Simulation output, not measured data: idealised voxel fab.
Herein follows the process module entitled voxel transistor to metal.
Section shown: cut. Width: 210 nm. Cell size: 5 nm, square.
In what follows, cross-sections appear as grids of square cells, described through bands that run from the top down, where every band is one or more rows of cells. Band entry format. Leading values: height of top, height of bottom, nm. Remainder: materials in left-to-right order, each with its width in nm. Special words: "full width" on a single material, which then fills the band edge to edge; "air", empty space. Height reference: 0 = level under which incoming wafer is all one material. Lowest band: no bottom, runs on downward, e.g. "0 down". The two numbers in a width such as "30->40" mark its ends across the band: the first belongs to the top row of cells, the second to the bottom row, and from each row to the next the width moves by the same amount. Where the words "nothing was modified" appear for a step, the cross-section shows no cell changed by that step; every cell remained as before. The entry titled "Closed cavity list" provides the empty spaces that have no open way to the top, restricted to those of 8 cells or more. Each is presented as width x height at distance, the distance being measured from the left edge, with all three in nm. Note: text after step settings on the step line = simulator remark on that step. overlay nm: for a step with a mask, the amount by which the mask lay right of where it was planned; a negative amount means left of it.
# The process steps that were planned are listed below
1,RECEIVE | material Si
2,CONFORMAL_DEP | material SiO2 | thk nm 5
3,CONFORMAL_DEP | material SiN | thk nm 10
4,DIRECTIONAL_DEP | material aC | thk nm 10
5,PATTERN | tone cover | mask id ACTIVE | material resist | width nm 135 | thk nm 30 | overlay nm 0
6,DIRECTIONAL_ETCH | etch materials aC | depth nm 10
7,STRIP | etch materials resist
8,DIRECTIONAL_ETCH | etch materials SiN | depth nm 10
9,DIRECTIONAL_ETCH | etch materials SiO2 | depth nm 5
10,DIRECTIONAL_ETCH | etch materials Si | depth nm 25
11,STRIP | etch materials aC
12,OXIDIZE | depth nm 5
13,FILL_DEP | material SiO2 | thk nm 15
14,CMP | height nm 15
15,SELECTIVE_ETCH | etch materials SiO2 | depth nm 5
16,STRIP | etch materials SiN
17,SELECTIVE_ETCH | etch materials SiO2 | depth nm 5
18,OXIDIZE | depth nm 5
19,DIRECTIONAL_DEP | material polySi | thk nm 20
20,DIRECTIONAL_DEP | material SiCN | thk nm 15
21,DIRECTIONAL_DEP | material aC | thk nm 10
22,PATTERN | tone cover | mask id GATE | material resist | width nm 35 | thk nm 25 | overlay nm 0
23,DIRECTIONAL_ETCH | etch materials aC | depth nm 10
24,STRIP | etch materials resist
25,DIRECTIONAL_ETCH | etch materials SiCN | depth nm 25
26,DIRECTIONAL_ETCH | etch materials polySi | depth nm 30
27,STRIP | etch materials aC
28,CONFORMAL_DEP | material SiO2 | thk nm 5
29,DIRECTIONAL_ETCH | etch materials SiO2 | depth nm 5
30,CONFORMAL_DEP | material SiN | thk nm 5
31,DIRECTIONAL_ETCH | etch materials SiN | depth nm 5
32,DIRECTIONAL_ETCH | etch materials SiO2 | depth nm 5
33,EPI | material pSi | thk nm 5
34,FILL_DEP | material SiO2 | thk nm 10
35,CMP | height nm 20
36,STRIP | etch materials polySi
37,SELECTIVE_ETCH | etch materials SiO2 | depth nm 5
38,CONFORMAL_DEP | material HfO2 | thk nm 5
39,CONFORMAL_DEP | material TiN | thk nm 5
40,FILL_DEP | material W | thk nm 10
41,CMP | height nm 15
42,DIRECTIONAL_DEP | material SiO2 | thk nm 15
43,MASKED_ETCH | tone open | mask id CONTACT | width nm 20 | pitch nm 95 | etch materials SiO2 | depth nm 30 | overlay nm 0
44,CONFORMAL_DEP | material TiN | thk nm 5
45,FILL_DEP | material W | thk nm 10
46,CMP | height nm 30
47,CONFORMAL_DEP | material SiN | thk nm 5
48,DIRECTIONAL_DEP | material SiO2 | thk nm 15
49,PATTERN | tone open | mask id METAL_1 | material resist | width nm 20 | pitch nm 95 | thk nm 20 | overlay nm 0
50,DIRECTIONAL_ETCH | etch materials SiO2 | depth nm 15
51,DIRECTIONAL_ETCH | etch materials SiN | depth nm 5
52,STRIP | etch materials resist
53,CONFORMAL_DEP | material TiN | thk nm 5
54,FILL_DEP | material Cu | thk nm 10
55,CMP | height nm 50
56,EPI | material Ru | thk nm 5
57,FILL_DEP | material SiCN | thk nm 5
# Wafer cross-section on receipt, i.e. after step 1
    0 down = Si full width
    Closed cavity list: none
# This is how the wafer looks in cross-section once the module is done, given the starting state and plan above and one mistake in carrying the plan out
    60 to 55 = SiCN full width
    55 to 50 = SiCN 40, then Ru 30, then SiCN 65, then Ru 30, then SiCN 45
    50 to 35 = SiO2 45, then TiN 5, then Cu 10, then TiN 5, then SiO2 75, then TiN 5, then Cu 10, then TiN 5, then SiO2 50
    35 to 30 = SiN 45, then TiN 20, then SiN 75, then TiN 20, then SiN 50
    30 to 15 = SiO2 45, then TiN 5, then W 10, then TiN 5, then SiO2 75, then TiN 5, then W 10, then TiN 5, then SiO2 50
    15 to 5 = SiO2 45, then TiN 5, then W 10, then TiN 5, then SiO2 10, then SiN 5, then HfO2 5, then TiN 5, then W 25, then TiN 5, then HfO2 5, then SiN 5, then SiO2 10, then TiN 5, then W 10, then TiN 5, then SiO2 50
    5 to 0 = SiO2 35, then SiN 5, then SiO2 5, then TiN 20, then SiO2 10, then SiN 5, then HfO2 5, then TiN 35, then HfO2 5, then SiN 5, then SiO2 10, then TiN 20, then SiO2 5, then SiN 5, then SiO2 40
    0 to -5 = SiO2 40, then pSi 35, then SiO2 5, then HfO2 45, then SiO2 5, then pSi 35, then SiO2 45
    -5 to -55 = SiO2 40, then Si 125, then SiO2 45
    -55 down = Si full width
    Closed cavity list: none
Nonconformance to the process plan: the plan's step 10 ran twice
